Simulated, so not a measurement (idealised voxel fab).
Herein follows the process module entitled voxel air gaps.
Displayed cross-section: cut, width of 295 nm, square cells sized 5 nm.
Format of a cross-section: grid, square cells. Given as bands. Order: top down. Band: one or more rows of cells. Look at the band entry: it leads with the top's height and the bottom's height in nm. Then it lists the materials left to right, with a width in nm for each. The word "everywhere" on a single material says that material fills the band edge to edge. The word "blank" is empty space. Measure heights from 0. That's the level where, below it, the as-received wafer is all one material. The lowest band is bottomless and extends downward; write it as in "0..down". When a width is written as two numbers, as in "30->40", the first number is the width in the top row of cells of the band and the second is the width in its bottom row, and the width changes by the same amount from each row to the next. The cross-section has no changed cell in any step marked "no alterations made". The list in "Unvented voids" covers empty spaces of 8 cells or more that cannot reach the top through any open way, and it gives each as width x height at distance; the distance is from the left edge, and width, height and distance are in nm. Note: text after step settings on the step line = simulator remark on that step. The "overlay nm" setting may appear on a step's line; for a step that uses a mask, it gives how far to the right of its planned position the mask lay, and a negative value indicates the left.
Listed below are the process steps as planned:
1: RECEIVE (material Si)
2: CONFORMAL_DEP (material SiO2; thk nm 15)
3: CONFORMAL_DEP (material SiCN; thk nm 5)
4: DIRECTIONAL_DEP (material SiO2; thk nm 40)
5: DIRECTIONAL_DEP (material aC; thk nm 10)
6: PATTERN (tone open; mask id LINES; material resist; width nm 15; pitch nm 45; thk nm 30; overlay nm -15)
7: DIRECTIONAL_ETCH (etch materials aC; depth nm 10)
8: STRIP (etch materials resist)
9: DIRECTIONAL_ETCH (etch materials SiO2; depth nm 40)
10: STRIP (etch materials aC)
11: CONFORMAL_DEP (material TiN; thk nm 5)
12: FILL_DEP (material W; thk nm 5)
13: CMP (height nm 60)
14: EPI (material Ru; thk nm 10)
15: SELECTIVE_ETCH (etch materials SiO2; depth nm 50)
16: CONFORMAL_DEP (material SiCN; thk nm 5)
All wafers enter the flow in the same state. The overlay nm at step 6 differs from wafer to wafer, and the plan gives the value for the first wafer.
Cross-section, first of several wafers, as delivered after step 1:
0..down = Si everywhere
Unvented voids: none
Wafer rows, end of module: cells per material gained (+) or lost (-) since receipt; closed voids last:
overlay nm -15 | +42 Ru | +202 SiCN | +177 SiO2 | +51 TiN | +21 W | Unvented voids: 20 x 30 at 100; 20 x 30 at 145
overlay nm -10 | +42 Ru | +202 SiCN | +177 SiO2 | +51 TiN | +21 W | Unvented voids: 20 x 30 at 105; 20 x 30 at 150
overlay nm -5 | +42 Ru | +202 SiCN | +177 SiO2 | +51 TiN | +21 W | Unvented voids: 20 x 30 at 110; 20 x 30 at 155
overlay nm 0 | +42 Ru | +202 SiCN | +177 SiO2 | +51 TiN | +21 W | Unvented voids: 20 x 30 at 115; 20 x 30 at 160
overlay nm 5 | +42 Ru | +202 SiCN | +177 SiO2 | +51 TiN | +21 W | Unvented voids: 20 x 30 at 120; 20 x 30 at 165
overlay nm 10 | +42 Ru | +202 SiCN | +177 SiO2 | +51 TiN | +21 W | Unvented voids: 20 x 30 at 125; 20 x 30 at 170
overlay nm 15 | +42 Ru | +202 SiCN | +177 SiO2 | +51 TiN | +21 W | Unvented voids: 20 x 30 at 130; 20 x 30 at 175
